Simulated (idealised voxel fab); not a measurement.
Title: Process Module voxel self aligned contacts
Square cell edge 5 nm, section width 185 nm, ID cut.
Heads up, the way a cross-section reads in here is a grid of square cells, handed over as bands from the top down, with every band being one or more rows of cells. The entry gives the band's vertical extent as a top height and a bottom height in nm, then its horizontal make-up as materials from left to right, each with a width in nm. "air" stands for empty space; a single material marked "full width" fills the band edge to edge. A quick word on heights: they are counted from 0, and under that level the wafer as it came to us is one material throughout. The lowest band is different from the rest in having no bottom; it simply continues downward, written as in "0..down". A width given as "30->40" starts at the first number in the band's top row and ends at the second number in its bottom row, shifting by an equal amount at every step from row to row. It should be understood that the words "nothing changed", when stated for a given step, signify that the cross-section underwent no change in any of its cells during that step. "Completely enclosed voids" enumerates empty spaces isolated from the top, with no open way to it, that contain at least 8 cells, giving each as width x height at distance from the left edge, all three in nm. On a step's line, text after the settings is the simulator commenting on that step. The line of a step may include "overlay nm". On a step with a mask, this value is how far to the right of its planned place the mask lay. A negative value means the mask lay to the left.

List of planned process steps
1,RECEIVE,material Si
2,OXIDIZE,depth nm 5
3,DIRECTIONAL_DEP,material polySi,thk nm 25
4,DIRECTIONAL_DEP,material SiN,thk nm 25
5,DIRECTIONAL_DEP,material aC,thk nm 10
6,PATTERN,tone cover,mask id GATE,material resist,width nm 25,pitch nm 65,thk nm 30,overlay nm 0
7,DIRECTIONAL_ETCH,etch materials aC,depth nm 10
8,STRIP,etch materials resist
9,DIRECTIONAL_ETCH,etch materials SiN,depth nm 25
10,DIRECTIONAL_ETCH,etch materials polySi,depth nm 25
11,STRIP,etch materials aC
12,CONFORMAL_DEP,material SiN,thk nm 10
13,DIRECTIONAL_ETCH,etch materials SiN,depth nm 10
14,FILL_DEP,material SiO2,thk nm 20
15,CMP,height nm 60
16,MASKED_ETCH,tone open,mask id CONTACT,width nm 50,pitch nm 65,etch materials SiO2,depth nm 65,overlay nm 0
17,CONFORMAL_DEP,material TiN,thk nm 5
18,FILL_DEP,material W,thk nm 5
19,CMP,height nm 60
20,CONFORMAL_DEP,material SiCN,thk nm 5

Shown in cross-section is the wafer as received, that is, as it stands after step 1
	0..down | Si full width
	Completely enclosed voids: none

Below is the wafer in cross-section after the module was completed. It began from the starting point shown above and followed the plan shown above, except that one mistake was made while running it
	65..60 | SiCN full width
	60..55 | 35 nm SiO2  20 nm TiN  10 nm W  20 nm TiN  15 nm SiO2  20 nm TiN  10 nm W  20 nm TiN  35 nm SiO2
	55..35 | 5 nm SiO2  45 nm SiN  5 nm TiN  10 nm W  5 nm TiN  45 nm SiN  5 nm TiN  10 nm W  5 nm TiN  45 nm SiN  5 nm SiO2
	35..30 | 5 nm SiO2  45 nm SiN  20 nm TiN  45 nm SiN  20 nm TiN  45 nm SiN  5 nm SiO2
	30..25 | SiN full width
	25..0 | polySi full width
	0..-5 | SiO2 full width
	-5..down | Si full width
	Completely enclosed voids: none
what went wrong: step 4 ran differently from the plan; actual operation with settings: DIRECTIONAL_DEP,material SiN,thk nm 30
